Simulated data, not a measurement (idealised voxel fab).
Process module in this document: voxel plated lines
The figure presents cross-section cut, which has a width of 240 nm and is divided into square cells with an edge length of 5 nm.
Reading order for cross-sections: top band down to bottom band. Underlying form: a grid of square cells. Band size: one or more rows of cells. Each band's line starts with the height of the band's top and of its bottom, in nm. Then come its materials from left to right, each with its width in nm. One material with "throughout" fills the band from edge to edge. "blank" is empty space. Heights are reckoned from 0. Under this level, the received wafer is all of one material. The bottommost band is open-ended downward, for example "0 nm and below". The notation "30..40" denotes a width that varies across the rows of cells in the band, beginning at the first number in the top row, finishing at the second number in the bottom row, and changing by an identical amount from each row to the next. The designation "same as before", where it is given for a processing step, indicates that no cell of the cross-section was altered in the course of that step. Under "closed voids" you'll find the enclosed gaps, the ones with no way out to the top, that are 8 cells or bigger; each reads width x height at distance, with distance counted from the left edge, everything in nm. after a step's settings: what the simulator itself notes on the step. overlay nm: mask offset rightward from planned place, masked step; negative means leftward offset.
[Planned step list for the process]
1: RECEIVE, material Si
2: CONFORMAL_DEP, material SiO2, thk nm 5
3: DIRECTIONAL_DEP, material TiN, thk nm 5
4: PATTERN, tone open, mask id LINES, material resist, width nm 25, pitch nm 50, thk nm 25, overlay nm 0
5: EPI, material Ru, thk nm 5
6: EPI, material Ru, thk nm 10
7: STRIP, etch materials resist
8: DIRECTIONAL_ETCH, etch materials TiN, depth nm 5
9: CONFORMAL_DEP, material SiCN, thk nm 5
[First out of two wafers; run went to plan]
[Wafer as received: cross-section following step 1]
	0 nm and below = Si throughout
	closed voids: none
[How the wafer stands in section after step 2]
	5 nm to 0 nm = SiO2 throughout
	Below 0, no change.
[How the wafer stands in section after step 3]
	10 nm to 5 nm = TiN throughout
	Below 5, no change.
[How the wafer stands in section after step 4]
	35 nm to 10 nm = 55 nm resist | 25 nm blank | 25 nm resist | 25 nm blank | 25 nm resist | 25 nm blank | 60 nm resist
	Below 10, no change.
[How the wafer stands in section after step 5]
	35 nm to 15 nm = 55 nm resist | 25 nm blank | 25 nm resist | 25 nm blank | 25 nm resist | 25 nm blank | 60 nm resist
	15 nm to 10 nm = 55 nm resist | 25 nm Ru | 25 nm resist | 25 nm Ru | 25 nm resist | 25 nm Ru | 60 nm resist
	Below 10, no change.
[How the wafer stands in section after step 6]
	35 nm to 25 nm = 55 nm resist | 25 nm blank | 25 nm resist | 25 nm blank | 25 nm resist | 25 nm blank | 60 nm resist
	25 nm to 10 nm = 55 nm resist | 25 nm Ru | 25 nm resist | 25 nm Ru | 25 nm resist | 25 nm Ru | 60 nm resist
	Below 10, no change.
[How the wafer stands in section after step 7]
	25 nm to 10 nm = 55 nm blank | 25 nm Ru | 25 nm blank | 25 nm Ru | 25 nm blank | 25 nm Ru | 60 nm blank
	Below 10, no change.
[How the wafer stands in section after step 8]
	25 nm to 10 nm = 55 nm blank | 25 nm Ru | 25 nm blank | 25 nm Ru | 25 nm blank | 25 nm Ru | 60 nm blank
	10 nm to 5 nm = 55 nm blank | 25 nm TiN | 25 nm blank | 25 nm TiN | 25 nm blank | 25 nm TiN | 60 nm blank
	Below 5, no change.
[How the wafer stands in section after step 9]
	30 nm to 25 nm = 50 nm blank | 35 nm SiCN | 15 nm blank | 35 nm SiCN | 15 nm blank | 35 nm SiCN | 55 nm blank
	25 nm to 10 nm = 50 nm blank | 5 nm SiCN | 25 nm Ru | 5 nm SiCN | 15 nm blank | 5 nm SiCN | 25 nm Ru | 5 nm SiCN | 15 nm blank | 5 nm SiCN | 25 nm Ru | 5 nm SiCN | 55 nm blank
	10 nm to 5 nm = 55 nm SiCN | 25 nm TiN | 25 nm SiCN | 25 nm TiN | 25 nm SiCN | 25 nm TiN | 60 nm SiCN
	Below 5, no change.
[The Second Wafer: Common Origin and Plan, One Mistake in Execution, Identical to the First Through Step 3]
[Cross-section of the second wafer at the time by which step 4 should have been completed according to the plan]
	35 nm to 10 nm = 65 nm resist | 25 nm blank | 25 nm resist | 25 nm blank | 25 nm resist | 25 nm blank | 50 nm resist
	Below 10, no change.
[Cross-section of the second wafer at the time by which step 5 should have been completed according to the plan]
	35 nm to 15 nm = 65 nm resist | 25 nm blank | 25 nm resist | 25 nm blank | 25 nm resist | 25 nm blank | 50 nm resist
	15 nm to 10 nm = 65 nm resist | 25 nm Ru | 25 nm resist | 25 nm Ru | 25 nm resist | 25 nm Ru | 50 nm resist
	Below 10, no change.
[Cross-section of the second wafer at the time by which step 6 should have been completed according to the plan]
	35 nm to 25 nm = 65 nm resist | 25 nm blank | 25 nm resist | 25 nm blank | 25 nm resist | 25 nm blank | 50 nm resist
	25 nm to 10 nm = 65 nm resist | 25 nm Ru | 25 nm resist | 25 nm Ru | 25 nm resist | 25 nm Ru | 50 nm resist
	Below 10, no change.
[Cross-section of the second wafer at the time by which step 7 should have been completed according to the plan]
	25 nm to 10 nm = 65 nm blank | 25 nm Ru | 25 nm blank | 25 nm Ru | 25 nm blank | 25 nm Ru | 50 nm blank
	Below 10, no change.
[Cross-section of the second wafer at the time by which step 8 should have been completed according to the plan]
	25 nm to 10 nm = 65 nm blank | 25 nm Ru | 25 nm blank | 25 nm Ru | 25 nm blank | 25 nm Ru | 50 nm blank
	10 nm to 5 nm = 65 nm blank | 25 nm TiN | 25 nm blank | 25 nm TiN | 25 nm blank | 25 nm TiN | 50 nm blank
	Below 5, no change.
[Cross-section of the second wafer at the time by which step 9 should have been completed according to the plan]
	30 nm to 25 nm = 60 nm blank | 35 nm SiCN | 15 nm blank | 35 nm SiCN | 15 nm blank | 35 nm SiCN | 45 nm blank
	25 nm to 10 nm = 60 nm blank | 5 nm SiCN | 25 nm Ru | 5 nm SiCN | 15 nm blank | 5 nm SiCN | 25 nm Ru | 5 nm SiCN | 15 nm blank | 5 nm SiCN | 25 nm Ru | 5 nm SiCN | 45 nm blank
	10 nm to 5 nm = 65 nm SiCN | 25 nm TiN | 25 nm SiCN | 25 nm TiN | 25 nm SiCN | 25 nm TiN | 50 nm SiCN
	Below 5, no change.
Run error: the process deviated at step 4: the operation and settings actually run there were PATTERN, tone open, mask id LINES, material resist, width nm 25, pitch nm 50, thk nm 25, overlay nm 10
At the end, the second wafer has the same number of cells of each material as the first, but those cells sit in other places.
